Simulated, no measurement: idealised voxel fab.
Process module name: voxel spacer lines
We display cut, a cross-section 275 nm in width whose square cells are each 5 nm.
A cross-section in this document is a grid of square cells, and it is written down as bands, the top band listed before the ones below it; a band is made up of one or more rows of cells.
Basically the band line says how high the top is and how high the bottom is, in nm, and then what's in it from left to right, every material with its width in nm. Empty space shows up as "empty", and if a single material carries "all across" it runs the full band edge to edge.
Heads up on the height convention: 0 is the point under which the incoming wafer is all one material, and the lowest band has no bottom, it just keeps going down, like "0 down".
Think of "30->40" as a width that walks from the first number to the second as you go down the band, top row to bottom row, taking equal-sized steps from row to row.
Reading "no modification" for a step: not a cell of the cross-section changed in it.
Empty spaces without an open route to the top, at least 8 cells in extent, make up the entry "Entrapped voids"; each is given as width x height at distance, where the distance is measured from the left edge, and all are in nm.
Where a step's line continues beyond its settings, the continuation is a remark by the simulator itself on that step.
The setting "overlay nm" may be written on the line of a step. When the step uses a mask, the value reports how far to the right of the planned place the mask lay, and a negative value reports that it lay to the left.
[Steps in the process plan]
step 1: RECEIVE | material Si
step 2: CONFORMAL_DEP | material Al2O3 | thk nm 5
step 3: DIRECTIONAL_DEP | material polySi | thk nm 15
step 4: DIRECTIONAL_DEP | material aC | thk nm 20
step 5: PATTERN | tone cover | mask id MANDREL | material resist | width nm 15 | pitch nm 50 | thk nm 25 | overlay nm 0
step 6: DIRECTIONAL_ETCH | etch materials aC | depth nm 20
step 7: STRIP | etch materials resist
step 8: CONFORMAL_DEP | material SiO2 | thk nm 10
step 9: DIRECTIONAL_ETCH | etch materials SiO2 | depth nm 10
step 10: STRIP | etch materials aC
step 11: DIRECTIONAL_ETCH | etch materials polySi | depth nm 15
step 12: STRIP | etch materials SiO2
[Cross-sectional view of the wafer in its as-received condition, corresponding to the state after step 1]
	0 down  Si all across
	Entrapped voids: none
[The plan above was carried out on the starting structure above with one mistake, and this cross-section shows the wafer at the end of the module]
	15 to 0  empty (95) | polySi (10) | empty (15) | polySi (10) | empty (15) | polySi (10) | empty (15) | polySi (10) | empty (95)
	0 down  Si all across
	Entrapped voids: none
Heads up, the wafer didn't run the way we planned it: step 2 of the plan did not run at all; it was left out
